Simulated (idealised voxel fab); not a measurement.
Process module in this document: voxel wiring stack
160 nm wide, 5 nm square cells: that's cross-section cut.
Cross-section format: a grid of square cells, given as bands from top to bottom; each band is one or more rows of cells. Basically the band line says how high the top is and how high the bottom is, in nm, and then what's in it from left to right, every material with its width in nm. Empty space shows up as "air", and if a single material carries "throughout" it runs the full band edge to edge. Heights are reckoned from 0. Under this level, the received wafer is all of one material. The bottommost band is open-ended downward, for example "top 0, no bottom". A width given as "30->40" starts at the first number in the band's top row and ends at the second number in its bottom row, shifting by an equal amount at every step from row to row. For the purposes of this document, the phrase "changes: none" attached to a step denotes that no cell within the cross-section was modified by that step. Enclosed voids (no open way to top), threshold 8 cells or more, entry "Closed void roster", notation width x height at distance, distance from left edge, nm. Text after the settings on a step's line: the simulator's own remark on that step. Each step line may optionally specify "overlay nm", which for a step with a mask gives the rightward distance between the mask's planned place and where it lay, a negative value indicating the leftward direction.

-- Steps in the process plan
1) op RECEIVE | material Si
2) op CONFORMAL_DEP | material SiO2 | thk nm 15
3) op CONFORMAL_DEP | material SiN | thk nm 5
4) op DIRECTIONAL_DEP | material SiO2 | thk nm 25
5) op PATTERN | tone open | mask id METAL_1 | material resist | width nm 25 | pitch nm 45 | thk nm 15 | overlay nm 0
6) op DIRECTIONAL_ETCH | etch materials SiO2 | depth nm 25
7) op DIRECTIONAL_ETCH | etch materials SiN | depth nm 5
8) op STRIP | etch materials resist
9) op CONFORMAL_DEP | material TiN | thk nm 5
10) op FILL_DEP | material W | thk nm 5
11) op CMP | height nm 45
12) op CONFORMAL_DEP | material SiCN | thk nm 5
13) op DIRECTIONAL_DEP | material SiO2 | thk nm 30
14) op DIRECTIONAL_DEP | material aC | thk nm 10
15) op PATTERN | tone open | mask id METAL_2_HOLES | material resist | width nm 15 | pitch nm 90 | thk nm 30 | overlay nm 0
16) op DIRECTIONAL_ETCH | etch materials aC | depth nm 10
17) op STRIP | etch materials resist
18) op DIRECTIONAL_ETCH | etch materials SiO2 | depth nm 30
19) op STRIP | etch materials aC
20) op DIRECTIONAL_DEP | material aC | thk nm 15
21) op PATTERN | tone open | mask id METAL_2 | material resist | width nm 25 | pitch nm 45 | thk nm 35 | overlay nm 0
22) op DIRECTIONAL_ETCH | etch materials aC | depth nm 15
23) op STRIP | etch materials resist
24) op DIRECTIONAL_ETCH | etch materials SiO2 | depth nm 15
25) op DIRECTIONAL_ETCH | etch materials SiCN | depth nm 5
26) op STRIP | etch materials aC
27) op CONFORMAL_DEP | material TiN | thk nm 5
28) op FILL_DEP | material Cu | thk nm 10
29) op CMP | height nm 80
30) op CONFORMAL_DEP | material SiCN | thk nm 5

-- Of two wafers, the first: run according to plan

-- The cross-section here shows the wafer as received, i.e. in its state after step 1
* top 0, no bottom  Si throughout
* Closed void roster: none

-- Step 2 complete: cross-section through the wafer
* top 15, bottom 0  SiO2 throughout
* Everything below 0 is unchanged.

-- Step 3 complete: cross-section through the wafer
* top 20, bottom 15  SiN throughout
* Everything below 15 is unchanged.

-- Step 4 complete: cross-section through the wafer
* top 45, bottom 20  SiO2 throughout
* Everything below 20 is unchanged.

-- Step 5 complete: cross-section through the wafer
* top 60, bottom 45  20 resist, 25 air, 20 resist, 25 air, 20 resist, 25 air, 25 resist
* Everything below 45 is unchanged.

-- Step 6 complete: cross-section through the wafer
* top 60, bottom 45  20 resist, 25 air, 20 resist, 25 air, 20 resist, 25 air, 25 resist
* top 45, bottom 20  20 SiO2, 25 air, 20 SiO2, 25 air, 20 SiO2, 25 air, 25 SiO2
* Everything below 20 is unchanged.

-- Step 7 complete: cross-section through the wafer
* top 60, bottom 45  20 resist, 25 air, 20 resist, 25 air, 20 resist, 25 air, 25 resist
* top 45, bottom 20  20 SiO2, 25 air, 20 SiO2, 25 air, 20 SiO2, 25 air, 25 SiO2
* top 20, bottom 15  20 SiN, 25 air, 20 SiN, 25 air, 20 SiN, 25 air, 25 SiN
* Everything below 15 is unchanged.

-- Step 8 complete: cross-section through the wafer
* top 45, bottom 20  20 SiO2, 25 air, 20 SiO2, 25 air, 20 SiO2, 25 air, 25 SiO2
* Everything below 20 is unchanged.

-- Step 9 complete: cross-section through the wafer
* top 50, bottom 45  25 TiN, 15 air, 30 TiN, 15 air, 30 TiN, 15 air, 30 TiN
* top 45, bottom 20  20 SiO2, 5 TiN, 15 air, 5 TiN, 20 SiO2, 5 TiN, 15 air, 5 TiN, 20 SiO2, 5 TiN, 15 air, 5 TiN, 25 SiO2
* top 20, bottom 15  20 SiN, 25 TiN, 20 SiN, 25 TiN, 20 SiN, 25 TiN, 25 SiN
* Everything below 15 is unchanged.

-- Step 10 complete: cross-section through the wafer
* top 55, bottom 50  W throughout
* top 50, bottom 45  25 TiN, 15 W, 30 TiN, 15 W, 30 TiN, 15 W, 30 TiN
* top 45, bottom 20  20 SiO2, 5 TiN, 15 W, 5 TiN, 20 SiO2, 5 TiN, 15 W, 5 TiN, 20 SiO2, 5 TiN, 15 W, 5 TiN, 25 SiO2
* Everything below 20 is unchanged.

-- Step 11 complete: cross-section through the wafer
* top 45, bottom 20  20 SiO2, 5 TiN, 15 W, 5 TiN, 20 SiO2, 5 TiN, 15 W, 5 TiN, 20 SiO2, 5 TiN, 15 W, 5 TiN, 25 SiO2
* Everything below 20 is unchanged.

-- Step 12 complete: cross-section through the wafer
* top 50, bottom 45  SiCN throughout
* Everything below 45 is unchanged.

-- Step 13 complete: cross-section through the wafer
* top 80, bottom 50  SiO2 throughout
* Everything below 50 is unchanged.

-- Step 14 complete: cross-section through the wafer
* top 90, bottom 80  aC throughout
* Everything below 80 is unchanged.

-- Step 15 complete: cross-section through the wafer
* top 120, bottom 90  20 resist, 15 air, 75 resist, 15 air, 35 resist
* Everything below 90 is unchanged.

-- Step 16 complete: cross-section through the wafer
* top 110, bottom 90  20 resist, 15 air, 75 resist, 15 air, 35 resist
* top 90, bottom 80  20 aC, 15 air, 75 aC, 15 air, 35 aC
* Everything below 80 is unchanged.

-- Step 17 complete: cross-section through the wafer
* top 90, bottom 80  20 aC, 15 air, 75 aC, 15 air, 35 aC
* Everything below 80 is unchanged.

-- Step 18 complete: cross-section through the wafer
* top 90, bottom 80  20 aC, 15 air, 75 aC, 15 air, 35 aC
* top 80, bottom 50  20 SiO2, 15 air, 75 SiO2, 15 air, 35 SiO2
* Everything below 50 is unchanged.

-- Step 19 complete: cross-section through the wafer
* top 80, bottom 50  20 SiO2, 15 air, 75 SiO2, 15 air, 35 SiO2
* Everything below 50 is unchanged.

-- Step 20 complete: cross-section through the wafer
* top 95, bottom 80  20 aC, 15 air, 75 aC, 15 air, 35 aC
* top 80, bottom 65  20 SiO2, 15 air, 75 SiO2, 15 air, 35 SiO2
* top 65, bottom 50  20 SiO2, 15 aC, 75 SiO2, 15 aC, 35 SiO2
* Everything below 50 is unchanged.

-- Step 21 complete: cross-section through the wafer
* top 130, bottom 95  20 resist, 25 air, 20 resist, 25 air, 20 resist, 25 air, 25 resist
* Everything below 95 is unchanged.

-- Step 22 complete: cross-section through the wafer
* top 115, bottom 95  20 resist, 25 air, 20 resist, 25 air, 20 resist, 25 air, 25 resist
* top 95, bottom 80  20 aC, 25 air, 20 aC, 25 air, 20 aC, 25 air, 25 aC
* top 80, bottom 50  20 SiO2, 15 air, 75 SiO2, 15 air, 35 SiO2
* Everything below 50 is unchanged.

-- Step 23 complete: cross-section through the wafer
* top 95, bottom 80  20 aC, 25 air, 20 aC, 25 air, 20 aC, 25 air, 25 aC
* Everything below 80 is unchanged.

-- Step 24 complete: cross-section through the wafer
* top 95, bottom 80  20 aC, 25 air, 20 aC, 25 air, 20 aC, 25 air, 25 aC
* top 80, bottom 65  20 SiO2, 25 air, 20 SiO2, 25 air, 20 SiO2, 25 air, 25 SiO2
* Everything below 65 is unchanged.

-- Step 25 complete: cross-section through the wafer
* top 95, bottom 80  20 aC, 25 air, 20 aC, 25 air, 20 aC, 25 air, 25 aC
* top 80, bottom 65  20 SiO2, 25 air, 20 SiO2, 25 air, 20 SiO2, 25 air, 25 SiO2
* top 65, bottom 50  20 SiO2, 15 air, 75 SiO2, 15 air, 35 SiO2
* top 50, bottom 45  20 SiCN, 15 air, 75 SiCN, 15 air, 35 SiCN
* Everything below 45 is unchanged.

-- Step 26 complete: cross-section through the wafer
* top 80, bottom 65  20 SiO2, 25 air, 20 SiO2, 25 air, 20 SiO2, 25 air, 25 SiO2
* Everything below 65 is unchanged.

-- Step 27 complete: cross-section through the wafer
* top 85, bottom 80  25 TiN, 15 air, 30 TiN, 15 air, 30 TiN, 15 air, 30 TiN
* top 80, bottom 70  20 SiO2, 5 TiN, 15 air, 5 TiN, 20 SiO2, 5 TiN, 15 air, 5 TiN, 20 SiO2, 5 TiN, 15 air, 5 TiN, 25 SiO2
* top 70, bottom 65  20 SiO2, 5 TiN, 5 air, 15 TiN, 20 SiO2, 25 TiN, 20 SiO2, 5 TiN, 5 air, 15 TiN, 25 SiO2
* top 65, bottom 50  20 SiO2, 5 TiN, 5 air, 5 TiN, 75 SiO2, 5 TiN, 5 air, 5 TiN, 35 SiO2
* top 50, bottom 45  20 SiCN, 15 TiN, 75 SiCN, 15 TiN, 35 SiCN
* Everything below 45 is unchanged.

-- Step 28 complete: cross-section through the wafer
* top 95, bottom 85  Cu throughout
* top 85, bottom 80  25 TiN, 15 Cu, 30 TiN, 15 Cu, 30 TiN, 15 Cu, 30 TiN
* top 80, bottom 70  20 SiO2, 5 TiN, 15 Cu, 5 TiN, 20 SiO2, 5 TiN, 15 Cu, 5 TiN, 20 SiO2, 5 TiN, 15 Cu, 5 TiN, 25 SiO2
* top 70, bottom 65  20 SiO2, 5 TiN, 5 Cu, 15 TiN, 20 SiO2, 25 TiN, 20 SiO2, 5 TiN, 5 Cu, 15 TiN, 25 SiO2
* top 65, bottom 50  20 SiO2, 5 TiN, 5 Cu, 5 TiN, 75 SiO2, 5 TiN, 5 Cu, 5 TiN, 35 SiO2
* Everything below 50 is unchanged.

-- Step 29 complete: cross-section through the wafer
* top 80, bottom 70  20 SiO2, 5 TiN, 15 Cu, 5 TiN, 20 SiO2, 5 TiN, 15 Cu, 5 TiN, 20 SiO2, 5 TiN, 15 Cu, 5 TiN, 25 SiO2
* Everything below 70 is unchanged.

-- Step 30 complete: cross-section through the wafer
* top 85, bottom 80  SiCN throughout
* Everything below 80 is unchanged.

-- The second wafer: identical to the first at the outset and in its planned sequence, differing only in that one mistake was made during processing; up to and including step 1, its path is the first wafer's path

-- Cross-section of the second wafer corresponding to the planned conclusion of step 2
* top 30, bottom 0  SiO2 throughout
* Everything below 0 is unchanged.

-- Cross-section of the second wafer corresponding to the planned conclusion of step 3
* top 35, bottom 30  SiN throughout
* Everything below 30 is unchanged.

-- Cross-section of the second wafer corresponding to the planned conclusion of step 4
* top 60, bottom 35  SiO2 throughout
* Everything below 35 is unchanged.

-- Cross-section of the second wafer corresponding to the planned conclusion of step 5
* top 75, bottom 60  20 resist, 25 air, 20 resist, 25 air, 20 resist, 25 air, 25 resist
* Everything below 60 is unchanged.

-- Cross-section of the second wafer corresponding to the planned conclusion of step 6
* top 75, bottom 60  20 resist, 25 air, 20 resist, 25 air, 20 resist, 25 air, 25 resist
* top 60, bottom 35  20 SiO2, 25 air, 20 SiO2, 25 air, 20 SiO2, 25 air, 25 SiO2
* Everything below 35 is unchanged.

-- Cross-section of the second wafer corresponding to the planned conclusion of step 7
* top 75, bottom 60  20 resist, 25 air, 20 resist, 25 air, 20 resist, 25 air, 25 resist
* top 60, bottom 35  20 SiO2, 25 air, 20 SiO2, 25 air, 20 SiO2, 25 air, 25 SiO2
* top 35, bottom 30  20 SiN, 25 air, 20 SiN, 25 air, 20 SiN, 25 air, 25 SiN
* Everything below 30 is unchanged.

-- Cross-section of the second wafer corresponding to the planned conclusion of step 8
* top 60, bottom 35  20 SiO2, 25 air, 20 SiO2, 25 air, 20 SiO2, 25 air, 25 SiO2
* Everything below 35 is unchanged.

-- Cross-section of the second wafer corresponding to the planned conclusion of step 9
* top 65, bottom 60  25 TiN, 15 air, 30 TiN, 15 air, 30 TiN, 15 air, 30 TiN
* top 60, bottom 35  20 SiO2, 5 TiN, 15 air, 5 TiN, 20 SiO2, 5 TiN, 15 air, 5 TiN, 20 SiO2, 5 TiN, 15 air, 5 TiN, 25 SiO2
* top 35, bottom 30  20 SiN, 25 TiN, 20 SiN, 25 TiN, 20 SiN, 25 TiN, 25 SiN
* Everything below 30 is unchanged.

-- Cross-section of the second wafer corresponding to the planned conclusion of step 10
* top 70, bottom 65  W throughout
* top 65, bottom 60  25 TiN, 15 W, 30 TiN, 15 W, 30 TiN, 15 W, 30 TiN
* top 60, bottom 35  20 SiO2, 5 TiN, 15 W, 5 TiN, 20 SiO2, 5 TiN, 15 W, 5 TiN, 20 SiO2, 5 TiN, 15 W, 5 TiN, 25 SiO2
* Everything below 35 is unchanged.

-- Cross-section of the second wafer corresponding to the planned conclusion of step 11
* top 45, bottom 35  20 SiO2, 5 TiN, 15 W, 5 TiN, 20 SiO2, 5 TiN, 15 W, 5 TiN, 20 SiO2, 5 TiN, 15 W, 5 TiN, 25 SiO2
* Everything below 35 is unchanged.

-- Cross-section of the second wafer corresponding to the planned conclusion of step 12
* top 50, bottom 45  SiCN throughout
* Everything below 45 is unchanged.

-- Cross-section of the second wafer corresponding to the planned conclusion of step 13
* top 80, bottom 50  SiO2 throughout
* Everything below 50 is unchanged.

-- Cross-section of the second wafer corresponding to the planned conclusion of step 14
* top 90, bottom 80  aC throughout
* Everything below 80 is unchanged.

-- Cross-section of the second wafer corresponding to the planned conclusion of step 15
* top 120, bottom 90  20 resist, 15 air, 75 resist, 15 air, 35 resist
* Everything below 90 is unchanged.

-- Cross-section of the second wafer corresponding to the planned conclusion of step 16
* top 110, bottom 90  20 resist, 15 air, 75 resist, 15 air, 35 resist
* top 90, bottom 80  20 aC, 15 air, 75 aC, 15 air, 35 aC
* Everything below 80 is unchanged.

-- Cross-section of the second wafer corresponding to the planned conclusion of step 17
* top 90, bottom 80  20 aC, 15 air, 75 aC, 15 air, 35 aC
* Everything below 80 is unchanged.

-- Cross-section of the second wafer corresponding to the planned conclusion of step 18
* top 90, bottom 80  20 aC, 15 air, 75 aC, 15 air, 35 aC
* top 80, bottom 50  20 SiO2, 15 air, 75 SiO2, 15 air, 35 SiO2
* Everything below 50 is unchanged.

-- Cross-section of the second wafer corresponding to the planned conclusion of step 19
* top 80, bottom 50  20 SiO2, 15 air, 75 SiO2, 15 air, 35 SiO2
* Everything below 50 is unchanged.

-- Cross-section of the second wafer corresponding to the planned conclusion of step 20
* top 95, bottom 80  20 aC, 15 air, 75 aC, 15 air, 35 aC
* top 80, bottom 65  20 SiO2, 15 air, 75 SiO2, 15 air, 35 SiO2
* top 65, bottom 50  20 SiO2, 15 aC, 75 SiO2, 15 aC, 35 SiO2
* Everything below 50 is unchanged.

-- Cross-section of the second wafer corresponding to the planned conclusion of step 21
* top 130, bottom 95  20 resist, 25 air, 20 resist, 25 air, 20 resist, 25 air, 25 resist
* Everything below 95 is unchanged.

-- Cross-section of the second wafer corresponding to the planned conclusion of step 22
* top 115, bottom 95  20 resist, 25 air, 20 resist, 25 air, 20 resist, 25 air, 25 resist
* top 95, bottom 80  20 aC, 25 air, 20 aC, 25 air, 20 aC, 25 air, 25 aC
* top 80, bottom 50  20 SiO2, 15 air, 75 SiO2, 15 air, 35 SiO2
* Everything below 50 is unchanged.

-- Cross-section of the second wafer corresponding to the planned conclusion of step 23
* top 95, bottom 80  20 aC, 25 air, 20 aC, 25 air, 20 aC, 25 air, 25 aC
* Everything below 80 is unchanged.

-- Cross-section of the second wafer corresponding to the planned conclusion of step 24
* top 95, bottom 80  20 aC, 25 air, 20 aC, 25 air, 20 aC, 25 air, 25 aC
* top 80, bottom 65  20 SiO2, 25 air, 20 SiO2, 25 air, 20 SiO2, 25 air, 25 SiO2
* Everything below 65 is unchanged.

-- Cross-section of the second wafer corresponding to the planned conclusion of step 25
* top 95, bottom 80  20 aC, 25 air, 20 aC, 25 air, 20 aC, 25 air, 25 aC
* top 80, bottom 65  20 SiO2, 25 air, 20 SiO2, 25 air, 20 SiO2, 25 air, 25 SiO2
* top 65, bottom 50  20 SiO2, 15 air, 75 SiO2, 15 air, 35 SiO2
* top 50, bottom 45  20 SiCN, 15 air, 75 SiCN, 15 air, 35 SiCN
* Everything below 45 is unchanged.

-- Cross-section of the second wafer corresponding to the planned conclusion of step 26
* top 80, bottom 65  20 SiO2, 25 air, 20 SiO2, 25 air, 20 SiO2, 25 air, 25 SiO2
* Everything below 65 is unchanged.

-- Cross-section of the second wafer corresponding to the planned conclusion of step 27
* top 85, bottom 80  25 TiN, 15 air, 30 TiN, 15 air, 30 TiN, 15 air, 30 TiN
* top 80, bottom 70  20 SiO2, 5 TiN, 15 air, 5 TiN, 20 SiO2, 5 TiN, 15 air, 5 TiN, 20 SiO2, 5 TiN, 15 air, 5 TiN, 25 SiO2
* top 70, bottom 65  20 SiO2, 5 TiN, 5 air, 15 TiN, 20 SiO2, 25 TiN, 20 SiO2, 5 TiN, 5 air, 15 TiN, 25 SiO2
* top 65, bottom 50  20 SiO2, 5 TiN, 5 air, 5 TiN, 75 SiO2, 5 TiN, 5 air, 5 TiN, 35 SiO2
* top 50, bottom 45  20 SiCN, 15 TiN, 75 SiCN, 15 TiN, 35 SiCN
* Everything below 45 is unchanged.

-- Cross-section of the second wafer corresponding to the planned conclusion of step 28
* top 95, bottom 85  Cu throughout
* top 85, bottom 80  25 TiN, 15 Cu, 30 TiN, 15 Cu, 30 TiN, 15 Cu, 30 TiN
* top 80, bottom 70  20 SiO2, 5 TiN, 15 Cu, 5 TiN, 20 SiO2, 5 TiN, 15 Cu, 5 TiN, 20 SiO2, 5 TiN, 15 Cu, 5 TiN, 25 SiO2
* top 70, bottom 65  20 SiO2, 5 TiN, 5 Cu, 15 TiN, 20 SiO2, 25 TiN, 20 SiO2, 5 TiN, 5 Cu, 15 TiN, 25 SiO2
* top 65, bottom 50  20 SiO2, 5 TiN, 5 Cu, 5 TiN, 75 SiO2, 5 TiN, 5 Cu, 5 TiN, 35 SiO2
* Everything below 50 is unchanged.

-- Cross-section of the second wafer corresponding to the planned conclusion of step 29
* top 80, bottom 70  20 SiO2, 5 TiN, 15 Cu, 5 TiN, 20 SiO2, 5 TiN, 15 Cu, 5 TiN, 20 SiO2, 5 TiN, 15 Cu, 5 TiN, 25 SiO2
* Everything below 70 is unchanged.

-- Cross-section of the second wafer corresponding to the planned conclusion of step 30
* top 85, bottom 80  SiCN throughout
* Everything below 80 is unchanged.
Error vs. plan: step 2 of the plan was performed twice
Per the end-of-run cell counts, the second wafer holds more or fewer of some materials than the first: SiO2 +45 | TiN -18 | W -27
